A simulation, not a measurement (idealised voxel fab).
You're looking at the process module voxel transistor to metal.
Square cells of 5 nm make up the cross-section cut, whose width is 185 nm.
A cross-section in this document is a grid of square cells, and it is written down as bands, the top band listed before the ones below it; a band is made up of one or more rows of cells. A band entry consists of two parts. The first gives the height of the band's top and the height of its bottom, in nm. The rest lists the band's materials from left to right, each with its width in nm. A single material labelled with the word "full width" fills the band from edge to edge, and the word "blank" marks empty space. All heights in this document are referenced to 0, defined as the level beneath which the wafer, as received, consists entirely of one material. The lowest band is not bounded below; it extends indefinitely downward and is written in the form "0 down". Width: "30->40" (first number = top row, second number = bottom row, same change from row to row of cells). "identical to before" for a step: no cell of the cross-section changed in that step. If an empty space has no open way to the top and is at least 8 cells in size, "Catalogued sealed voids" lists it, written width x height at distance, where distance is measured from the left edge and every value is in nm. Anything after a step's settings on that line? It's the simulator's own note about the step. The optional step-line setting "overlay nm" applies to steps with a mask and quantifies how far to the right of its planned location the mask lay, a negative value indicating leftward placement.

Intended process steps:
1. RECEIVE, material Si
2. CONFORMAL_DEP, material SiO2, thk nm 5
3. CONFORMAL_DEP, material SiN, thk nm 10
4. PATTERN, tone cover, mask id ACTIVE, material resist, width nm 115, thk nm 15, overlay nm 0
5. DIRECTIONAL_ETCH, etch materials SiN, depth nm 10
6. DIRECTIONAL_ETCH, etch materials SiO2, depth nm 5
7. DIRECTIONAL_ETCH, etch materials Si, depth nm 20
8. STRIP, etch materials resist
9. FILL_DEP, material SiO2, thk nm 15
10. CMP, height nm 15
11. SELECTIVE_ETCH, etch materials SiO2, depth nm 5
12. STRIP, etch materials SiN
13. SELECTIVE_ETCH, etch materials SiO2, depth nm 5
14. OXIDIZE, depth nm 5
15. DIRECTIONAL_DEP, material polySi, thk nm 30
16. DIRECTIONAL_DEP, material SiCN, thk nm 15
17. MASKED_ETCH, tone cover, mask id GATE, width nm 25, etch materials SiCN, depth nm 25, overlay nm 0
18. MASKED_ETCH, tone cover, mask id GATE, width nm 25, etch materials polySi, depth nm 40, overlay nm 0
19. CONFORMAL_DEP, material SiO2, thk nm 5
20. DIRECTIONAL_ETCH, etch materials SiO2, depth nm 5
21. CONFORMAL_DEP, material SiN, thk nm 10
22. DIRECTIONAL_ETCH, etch materials SiN, depth nm 10
23. DIRECTIONAL_ETCH, etch materials SiO2, depth nm 5
24. DIRECTIONAL_ETCH, etch materials Si, depth nm 15
25. EPI, material pSi, thk nm 15
26. FILL_DEP, material SiO2, thk nm 5
27. CMP, height nm 30
28. STRIP, etch materials polySi
29. SELECTIVE_ETCH, etch materials SiO2, depth nm 5
30. CONFORMAL_DEP, material HfO2, thk nm 5
31. CONFORMAL_DEP, material TiN, thk nm 5
32. FILL_DEP, material W, thk nm 5
33. CMP, height nm 25
34. DIRECTIONAL_DEP, material SiO2, thk nm 10
35. MASKED_ETCH, tone open, mask id CONTACT, width nm 15, pitch nm 80, etch materials SiO2, depth nm 40, overlay nm 0
36. CONFORMAL_DEP, material TiN, thk nm 5
37. FILL_DEP, material Ru, thk nm 10
38. CMP, height nm 35
39. CONFORMAL_DEP, material SiCN, thk nm 5
40. DIRECTIONAL_DEP, material SiO2, thk nm 15
41. PATTERN, tone open, mask id METAL_1, material resist, width nm 15, pitch nm 80, thk nm 20, overlay nm 0
42. DIRECTIONAL_ETCH, etch materials SiO2, depth nm 15
43. DIRECTIONAL_ETCH, etch materials SiCN, depth nm 5
44. STRIP, etch materials resist
45. CONFORMAL_DEP, material TiN, thk nm 5
46. FILL_DEP, material Cu, thk nm 5
47. CMP, height nm 55
48. CONFORMAL_DEP, material SiN, thk nm 5
Don't read the plan's depth nm for step 11 as applying to every wafer: that's the first wafer's value, and the wafers differ in it, though they all start identical.

The first of several wafers, as received after step 1, seen in section:
- 0 down = Si full width
- Catalogued sealed voids: none

Cross-section, first of several wafers, end of module, after last step 48:
- 60 to 55 = SiN full width
- 55 to 40 = SiO2=45 | TiN=5 | Cu=5 | TiN=5 | SiO2=65 | TiN=5 | Cu=5 | TiN=5 | SiO2=45
- 40 to 35 = SiCN=45 | TiN=15 | SiCN=65 | TiN=15 | SiCN=45
- 35 to 25 = SiO2=45 | TiN=5 | Ru=5 | TiN=5 | SiO2=65 | TiN=5 | Ru=5 | TiN=5 | SiO2=45
- 25 to 15 = SiO2=45 | TiN=5 | Ru=5 | TiN=5 | SiO2=5 | SiN=10 | HfO2=5 | TiN=5 | W=15 | TiN=5 | HfO2=5 | SiN=10 | SiO2=5 | TiN=5 | Ru=5 | TiN=5 | SiO2=45
- 15 to 10 = SiO2=45 | TiN=15 | SiO2=5 | SiN=10 | HfO2=5 | TiN=5 | W=15 | TiN=5 | HfO2=5 | SiN=10 | SiO2=5 | TiN=15 | SiO2=45
- 10 to 5 = SiO2=40 | pSi=25 | SiN=10 | HfO2=5 | TiN=5 | W=15 | TiN=5 | HfO2=5 | SiN=10 | pSi=25 | SiO2=40
- 5 to 0 = SiO2=35 | SiN=10 | pSi=20 | SiN=10 | HfO2=5 | TiN=25 | HfO2=5 | SiN=10 | pSi=20 | SiN=10 | SiO2=35
- 0 to -5 = SiO2=45 | pSi=20 | SiO2=10 | HfO2=35 | SiO2=10 | pSi=20 | SiO2=45
- -5 to -20 = SiO2=35 | Si=10 | pSi=20 | Si=55 | pSi=20 | Si=10 | SiO2=35
- -20 down = Si full width
- Catalogued sealed voids: none

At the end of the module, the last of several wafers in cross-section:
- 60 to 55 = SiN full width
- 55 to 40 = SiO2=45 | TiN=5 | Cu=5 | TiN=5 | SiO2=65 | TiN=5 | Cu=5 | TiN=5 | SiO2=45
- 40 to 35 = SiCN=45 | TiN=15 | SiCN=65 | TiN=15 | SiCN=45
- 35 to 25 = SiO2=45 | TiN=5 | Ru=5 | TiN=5 | SiO2=65 | TiN=5 | Ru=5 | TiN=5 | SiO2=45
- 25 to 15 = SiO2=45 | TiN=5 | Ru=5 | TiN=5 | SiO2=5 | SiN=10 | HfO2=5 | TiN=5 | W=15 | TiN=5 | HfO2=5 | SiN=10 | SiO2=5 | TiN=5 | Ru=5 | TiN=5 | SiO2=45
- 15 to 10 = SiO2=45 | TiN=15 | SiO2=5 | SiN=10 | HfO2=5 | TiN=5 | W=15 | TiN=5 | HfO2=5 | SiN=10 | SiO2=5 | TiN=15 | SiO2=45
- 10 to 5 = SiO2=45 | TiN=5 | pSi=15 | SiN=10 | HfO2=5 | TiN=5 | W=15 | TiN=5 | HfO2=5 | SiN=10 | pSi=15 | TiN=5 | SiO2=45
- 5 to 0 = SiO2=45 | TiN=5 | pSi=15 | SiN=10 | HfO2=5 | TiN=25 | HfO2=5 | SiN=10 | pSi=15 | TiN=5 | SiO2=45
- 0 to -5 = SiO2=20 | SiN=10 | SiO2=15 | TiN=5 | pSi=15 | SiO2=10 | HfO2=35 | SiO2=10 | pSi=15 | TiN=5 | SiO2=15 | SiN=10 | SiO2=20
- -5 to -15 = SiO2=5 | pSi=15 | SiN=10 | SiO2=10 | pSi=25 | Si=55 | pSi=25 | SiO2=10 | SiN=10 | pSi=15 | SiO2=5
- -15 to -20 = SiO2=5 | pSi=15 | SiO2=20 | pSi=25 | Si=55 | pSi=25 | SiO2=20 | pSi=15 | SiO2=5
- -20 to -35 = pSi=20 | Si=145 | pSi=20
- -35 down = Si full width
- Catalogued sealed voids: none

Where each wafer stands at the end of the module, a row apiece: cells of each material gained (+) or lost (-) since it was received, then closed voids:
depth nm 5 | +6 Cu | +17 HfO2 | +8 Ru | -103 Si | +31 SiCN | +61 SiN | +309 SiO2 | +53 TiN | +12 W | +50 pSi | Catalogued sealed voids: none
depth nm 10 | +6 Cu | +17 HfO2 | +8 Ru | -115 Si | +31 SiCN | +57 SiN | +315 SiO2 | +59 TiN | +12 W | +54 pSi | Catalogued sealed voids: none
depth nm 15 | +6 Cu | +17 HfO2 | +8 Ru | -111 Si | +31 SiCN | +61 SiN | +301 SiO2 | +55 TiN | +12 W | +64 pSi | Catalogued sealed voids: none
depth nm 20 | +6 Cu | +17 HfO2 | +8 Ru | -113 Si | +31 SiCN | +65 SiN | +307 SiO2 | +57 TiN | +12 W | +54 pSi | Catalogued sealed voids: none
depth nm 25 | +6 Cu | +17 HfO2 | +8 Ru | -139 Si | +31 SiCN | +69 SiN | +291 SiO2 | +59 TiN | +12 W | +90 pSi | Catalogued sealed voids: none
